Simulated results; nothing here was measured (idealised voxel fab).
This is a process module. Its name is voxel ribs on slabs.
Shown is cross-section cut, with a width of 265 nm and square cells of size 5 nm.
Bands, listed from the top down, are how a cross-section gets written in this document; the cross-section itself is a grid of square cells, and a band is one or more rows of them.
Heads up on the band format: heights come first, top then bottom, in nm. After that it's the materials left to right, each with its width in nm. A single material flagged "all across" fills the whole band edge to edge, and "empty" means there's empty space there.
The level at which height equals 0 is the one under which the wafer, as it arrives, is entirely one material. No lower edge exists for the bottom band, which continues downward and is notated as in "0 nm and below".
A width such as "30->40" changes by the same amount from each row of cells to the next, from the band's top row to its bottom row.
"no modification" -> step changed no cross-section cell.
Voids not open to the top, 8 cells minimum: see "Completely sealed voids". Written width x height at distance; distance is from the left edge; nm.
Whatever follows a step's settings on its line is a remark the simulator itself makes about that step.
overlay nm: right-of-plan distance of the mask on a masked step; negative values mean left-of-plan.

Set out below are the planned steps of the process:
step 1: RECEIVE (material Si)
step 2: DIRECTIONAL_DEP (material SiO2; thk nm 25)
step 3: DIRECTIONAL_DEP (material polySi; thk nm 15)
step 4: PATTERN (tone cover; mask id RIB; material resist; width nm 30; thk nm 20; overlay nm 0)
step 5: DIRECTIONAL_ETCH (etch materials polySi; depth nm 5)
step 6: STRIP (etch materials resist)
step 7: PATTERN (tone cover; mask id SLAB; material resist; width nm 70; thk nm 15; overlay nm 0)
step 8: DIRECTIONAL_ETCH (etch materials polySi; depth nm 10)
step 9: STRIP (etch materials resist)
step 10: FILL_DEP (material SiO2; thk nm 15)
step 11: CMP (height nm 50)
step 12: DIRECTIONAL_DEP (material TiN; thk nm 5)
step 13: DIRECTIONAL_DEP (material aC; thk nm 15)
step 14: PATTERN (tone cover; mask id HEATER; material resist; width nm 40; thk nm 35; overlay nm 0)
step 15: DIRECTIONAL_ETCH (etch materials aC; depth nm 15)
step 16: STRIP (etch materials resist)
step 17: DIRECTIONAL_ETCH (etch materials TiN; depth nm 5)
step 18: STRIP (etch materials aC)
step 19: CONFORMAL_DEP (material SiO2; thk nm 10)

Wafer cross-section on receipt, i.e. after step 1:
* 0 nm and below | Si all across
* Completely sealed voids: none

Cross-section: first of two wafers, module finished, run according to plan:
* 65 nm to 60 nm | empty 100 nm / SiO2 60 nm / empty 105 nm
* 60 nm to 55 nm | SiO2 all across
* 55 nm to 50 nm | SiO2 110 nm / TiN 40 nm / SiO2 115 nm
* 50 nm to 40 nm | SiO2 all across
* 40 nm to 35 nm | SiO2 115 nm / polySi 30 nm / SiO2 120 nm
* 35 nm to 25 nm | SiO2 95 nm / polySi 70 nm / SiO2 100 nm
* 25 nm to 0 nm | SiO2 all across
* 0 nm and below | Si all across
* Completely sealed voids: none

Cross-sectional image of the second wafer of the two following completion of the module. Starting state and process plan were the same as for the first wafer; one execution error occurred:
* 65 nm to 60 nm | empty 100 nm / TiN 60 nm / empty 105 nm
* 60 nm to 50 nm | TiN all across
* 50 nm to 40 nm | SiO2 all across
* 40 nm to 35 nm | SiO2 115 nm / polySi 30 nm / SiO2 120 nm
* 35 nm to 25 nm | SiO2 95 nm / polySi 70 nm / SiO2 100 nm
* 25 nm to 0 nm | SiO2 all across
* 0 nm and below | Si all across
* Completely sealed voids: none
Nonconformance to the process plan: in deviation from the planned setting, step 19 was conducted as CONFORMAL_DEP (material TiN; thk nm 10)
Count the cells at the end and the second wafer has more or fewer of some materials than the first: -110 SiO2; +110 TiN
